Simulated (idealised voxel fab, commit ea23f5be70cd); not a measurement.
Documented hereafter: the process module known as voxel ribs on slabs.
In the cross-section labelled cut, the width is 150 nm and each square cell is 5 nm.
Think of the cross-section as a grid of square cells. We describe it in bands, top to bottom, and each band covers one or more rows of those cells. Each band's line starts with the height of the band's top and of its bottom, in nm. Then come its materials from left to right, each with its width in nm. One material with "everywhere" fills the band from edge to edge. "air" is empty space. Convention: height 0 is the level below which the wafer, as received, is all one material. The lowest band does not terminate at the bottom but continues downward, represented as "z 0 and below". The two numbers in a width such as "30 to 40" mark its ends across the band: the first belongs to the top row of cells, the second to the bottom row, and from each row to the next the width moves by the same amount. The designation "no modification", where it is given for a processing step, indicates that no cell of the cross-section was altered in the course of that step. If an empty space has no open way to the top and is at least 8 cells in size, "Closed void roster" lists it, written width x height at distance, where distance is measured from the left edge and every value is in nm. Step line, after settings: the simulator's comment on this step. Among the settings permitted on a step's line is "overlay nm"; applied to a step with a mask, it specifies the extent to which the mask lay to the right of its planned position, whereas a negative figure signifies a position to the left.
[Process steps - plan]
step 1: RECEIVE with material Si
step 2: DIRECTIONAL_DEP with material SiO2, thk nm 30
step 3: DIRECTIONAL_DEP with material SiN, thk nm 15
step 4: MASKED_ETCH with tone cover, mask id RIB, width nm 30, etch materials SiN, depth nm 5, overlay nm 0
step 5: PATTERN with tone cover, mask id SLAB, material resist, width nm 60, thk nm 20, overlay nm 0
step 6: DIRECTIONAL_ETCH with etch materials SiN, depth nm 10
step 7: STRIP with etch materials resist
step 8: FILL_DEP with material SiO2, thk nm 20
step 9: CMP with height nm 55
step 10: DIRECTIONAL_DEP with material TiN, thk nm 10
step 11: MASKED_ETCH with tone cover, mask id HEATER, width nm 40, etch materials TiN, depth nm 10, overlay nm 0
step 12: CONFORMAL_DEP with material SiO2, thk nm 5
[On the first of the two wafers: run conducted according to plan]
[Here's what the wafer looked like in cross-section when it arrived - that's after step 1]
    z 0 and below = Si everywhere
    Closed void roster: none
[Cross-section through the wafer, step 2 finished]
    z 30 to 0 = SiO2 everywhere
    Whatever lies below 0 is exactly as it was before.
[Cross-section through the wafer, step 3 finished]
    z 45 to 30 = SiN everywhere
    Whatever lies below 30 is exactly as it was before.
[Cross-section through the wafer, step 4 finished]
    z 45 to 40 = 60 nm air | 30 nm SiN | 60 nm air
    Whatever lies below 40 is exactly as it was before.
[Cross-section through the wafer, step 5 finished]
    z 65 to 45 = 45 nm air | 60 nm resist | 45 nm air
    z 45 to 40 = 45 nm air | 15 nm resist | 30 nm SiN | 15 nm resist | 45 nm air
    Whatever lies below 40 is exactly as it was before.
[Cross-section through the wafer, step 6 finished]
    z 65 to 45 = 45 nm air | 60 nm resist | 45 nm air
    z 45 to 40 = 45 nm air | 15 nm resist | 30 nm SiN | 15 nm resist | 45 nm air
    z 40 to 30 = 45 nm air | 60 nm SiN | 45 nm air
    Whatever lies below 30 is exactly as it was before.
[Cross-section through the wafer, step 7 finished]
    z 45 to 40 = 60 nm air | 30 nm SiN | 60 nm air
    Whatever lies below 40 is exactly as it was before.
[Cross-section through the wafer, step 8 finished]
    z 65 to 45 = SiO2 everywhere
    z 45 to 40 = 60 nm SiO2 | 30 nm SiN | 60 nm SiO2
    z 40 to 30 = 45 nm SiO2 | 60 nm SiN | 45 nm SiO2
    Whatever lies below 30 is exactly as it was before.
[Cross-section through the wafer, step 9 finished]
    z 55 to 45 = SiO2 everywhere
    Whatever lies below 45 is exactly as it was before.
[Cross-section through the wafer, step 10 finished]
    z 65 to 55 = TiN everywhere
    Whatever lies below 55 is exactly as it was before.
[Cross-section through the wafer, step 11 finished]
    z 65 to 55 = 55 nm air | 40 nm TiN | 55 nm air
    Whatever lies below 55 is exactly as it was before.
[Cross-section through the wafer, step 12 finished]
    z 70 to 65 = 50 nm air | 50 nm SiO2 | 50 nm air
    z 65 to 60 = 50 nm air | 5 nm SiO2 | 40 nm TiN | 5 nm SiO2 | 50 nm air
    z 60 to 55 = 55 nm SiO2 | 40 nm TiN | 55 nm SiO2
    Whatever lies below 55 is exactly as it was before.
[Notes, second wafer: start = first wafer's, plan = first wafer's, execution had one mistake; history identical to first through step 9]
[when step 10 should have ended]
    z 65 to 55 = SiN everywhere
    Whatever lies below 55 is exactly as it was before.
when step 11 should have ended: no modification
[when step 12 should have ended]
    z 70 to 65 = SiO2 everywhere
    Whatever lies below 65 is exactly as it was before.
What went wrong in running the wafer? note that step 10 departed from the planned setting and was carried out as DIRECTIONAL_DEP with material SiN, thk nm 10
End check, counted in cells, second wafer has more or fewer of these materials than the first: 60 more of SiN | 4 fewer of SiO2 | 16 fewer of TiN
